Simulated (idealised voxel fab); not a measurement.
process module | voxel wiring stack
cross-section cut | 300 nm wide | cells 5 nm
A cross-section is a grid of square cells, given in bands from the top down. A band is one or more rows of cells.
Each band's line starts with the height of the band's top and of its bottom, in nm. Then come its materials from left to right, each with its width in nm. One material with "throughout" fills the band from edge to edge. "air" is empty space.
Height 0 is the level under which the wafer as received is all one material. The lowest band goes on downwards, as in "0 down".
A width such as "30 to 40" changes by the same amount from each row of cells to the next, from the band's top row to its bottom row.
"no change" after a step means that no cell of the cross-section changed.
closed voids: empty space of 8 cells or more with no open way to the top, each as width x height at its distance from the left edge, in nm
after a step's settings: what the simulator itself notes on the step
overlay nm, on a step with a mask: how far to the right of its planned place the mask lay; to the left if negative
plan
1 op RECEIVE | material Si
2 op CONFORMAL_DEP | material SiO2 | thk nm 10
3 op DIRECTIONAL_DEP | material TiN | thk nm 5
4 op DIRECTIONAL_DEP | material Ru | thk nm 15
5 op PATTERN | tone cover | mask id METAL_1 | material resist | width nm 20 | pitch nm 40 | thk nm 15 | overlay nm 0
6 op DIRECTIONAL_ETCH | etch materials Ru | depth nm 15
7 op DIRECTIONAL_ETCH | etch materials TiN | depth nm 5
8 op STRIP | etch materials resist
9 op CONFORMAL_DEP | material SiCN | thk nm 5
10 op FILL_DEP | material SiO2 | thk nm 5
11 op CMP | height nm 30
12 op CONFORMAL_DEP | material SiCN | thk nm 5
13 op DIRECTIONAL_DEP | material SiO2 | thk nm 15
14 op DIRECTIONAL_DEP | material aC | thk nm 15
15 op PATTERN | tone open | mask id PLUG_1 | material resist | width nm 15 | pitch nm 40 | thk nm 30 | overlay nm 0
16 op DIRECTIONAL_ETCH | etch materials aC | depth nm 15
17 op STRIP | etch materials resist
18 op DIRECTIONAL_ETCH | etch materials SiO2 | depth nm 15
19 op DIRECTIONAL_ETCH | etch materials SiCN | depth nm 5
20 op STRIP | etch materials aC
21 op CONFORMAL_DEP | material TiN | thk nm 5
22 op FILL_DEP | material Cu | thk nm 5
23 op CMP | height nm 50
24 op CONFORMAL_DEP | material SiN | thk nm 5
25 op DIRECTIONAL_DEP | material lowk | thk nm 20
26 op DIRECTIONAL_DEP | material aC | thk nm 15
27 op PATTERN | tone open | mask id METAL_2 | material resist | width nm 20 | pitch nm 40 | thk nm 30 | overlay nm 0
28 op DIRECTIONAL_ETCH | etch materials aC | depth nm 15
29 op STRIP | etch materials resist
30 op DIRECTIONAL_ETCH | etch materials lowk | depth nm 20
31 op DIRECTIONAL_ETCH | etch materials SiN | depth nm 5
32 op STRIP | etch materials aC
33 op CONFORMAL_DEP | material TiN | thk nm 5
34 op FILL_DEP | material Cu | thk nm 5
35 op CMP | height nm 75
36 op CONFORMAL_DEP | material SiCN | thk nm 5
37 op DIRECTIONAL_DEP | material lowk | thk nm 30
38 op PATTERN | tone open | mask id METAL_3_HOLES | material resist | width nm 15 | thk nm 20 | overlay nm 0
39 op DIRECTIONAL_ETCH | etch materials lowk | depth nm 30
40 op STRIP | etch materials resist
41 op MASKED_ETCH | tone open | mask id METAL_3 | width nm 20 | pitch nm 40 | etch materials lowk | depth nm 15 | overlay nm 0
42 op MASKED_ETCH | tone open | mask id METAL_3 | width nm 20 | pitch nm 40 | etch materials SiCN | depth nm 5 | overlay nm 0
43 op CONFORMAL_DEP | material TiN | thk nm 5
44 op FILL_DEP | material Ru | thk nm 5
45 op CMP | height nm 110
46 op CONFORMAL_DEP | material SiN | thk nm 5
as received, after step 1
  0 down: Si throughout
  closed voids: none
first wafer at the end, as planned
  115 to 110: SiN throughout
  110 to 100: lowk 120 | TiN 5 | Ru 10 | TiN 5 | lowk 20 | TiN 5 | Ru 10 | TiN 5 | lowk 120
  100 to 95: lowk 120 | TiN 5 | Ru 5 | TiN 10 | lowk 20 | TiN 20 | lowk 120
  95 to 80: lowk 120 | TiN 5 | Ru 5 | TiN 5 | lowk 165
  80 to 75: SiCN 120 | TiN 15 | SiCN 165
  75 to 55: lowk 120 | TiN 5 | Cu 10 | TiN 5 | lowk 20 | TiN 5 | Cu 10 | TiN 5 | lowk 120
  55 to 50: SiN 120 | TiN 20 | SiN 20 | TiN 20 | SiN 120
  50 to 35: SiO2 120 | TiN 5 | Cu 5 | TiN 5 | SiO2 25 | TiN 5 | Cu 5 | TiN 5 | SiO2 125
  35 to 30: SiCN 120 | TiN 15 | SiCN 25 | TiN 15 | SiCN 125
  30 to 15: SiO2 115 | SiCN 5 | Ru 20 | SiCN 5 | SiO2 10 | SiCN 5 | Ru 20 | SiCN 5 | SiO2 115
  15 to 10: SiCN 120 | TiN 20 | SiCN 20 | TiN 20 | SiCN 120
  10 to 0: SiO2 throughout
  0 down: Si throughout
  closed voids: none
second wafer at the end: like start, like plan, one mistake
  115 to 110: SiN throughout
  110 to 100: lowk 120 | TiN 5 | Ru 10 | TiN 5 | lowk 20 | TiN 5 | Ru 10 | TiN 5 | lowk 120
  100 to 95: lowk 120 | TiN 5 | Ru 5 | TiN 10 | lowk 20 | TiN 20 | lowk 120
  95 to 80: lowk 120 | TiN 5 | Ru 5 | TiN 5 | lowk 165
  80 to 75: SiCN 120 | TiN 15 | SiCN 165
  75 to 55: lowk 120 | TiN 5 | Cu 10 | TiN 5 | lowk 20 | TiN 5 | Cu 10 | TiN 5 | lowk 120
  55 to 50: SiN 120 | TiN 20 | SiN 20 | TiN 20 | SiN 120
  50 to 35: SiO2 120 | TiN 5 | Cu 5 | TiN 5 | SiO2 25 | TiN 5 | Cu 5 | TiN 5 | SiO2 125
  35 to 30: SiCN 120 | TiN 15 | SiCN 25 | TiN 15 | SiCN 125
  30 to 20: SiO2 115 | SiCN 5 | Ru 20 | SiCN 5 | SiO2 10 | SiCN 5 | Ru 20 | SiCN 5 | SiO2 115
  20 to 15: SiCN 120 | Ru 20 | SiCN 20 | Ru 20 | SiCN 120
  15 to 10: SiN throughout
  10 to 0: SiO2 throughout
  0 down: Si throughout
  closed voids: none
what went wrong: step 3 ran as: op DIRECTIONAL_DEP | material SiN | thk nm 5
at the end the second wafer has, in cells: 4 fewer of SiCN | 60 more of SiN | 48 fewer of SiO2 | 8 fewer of TiN
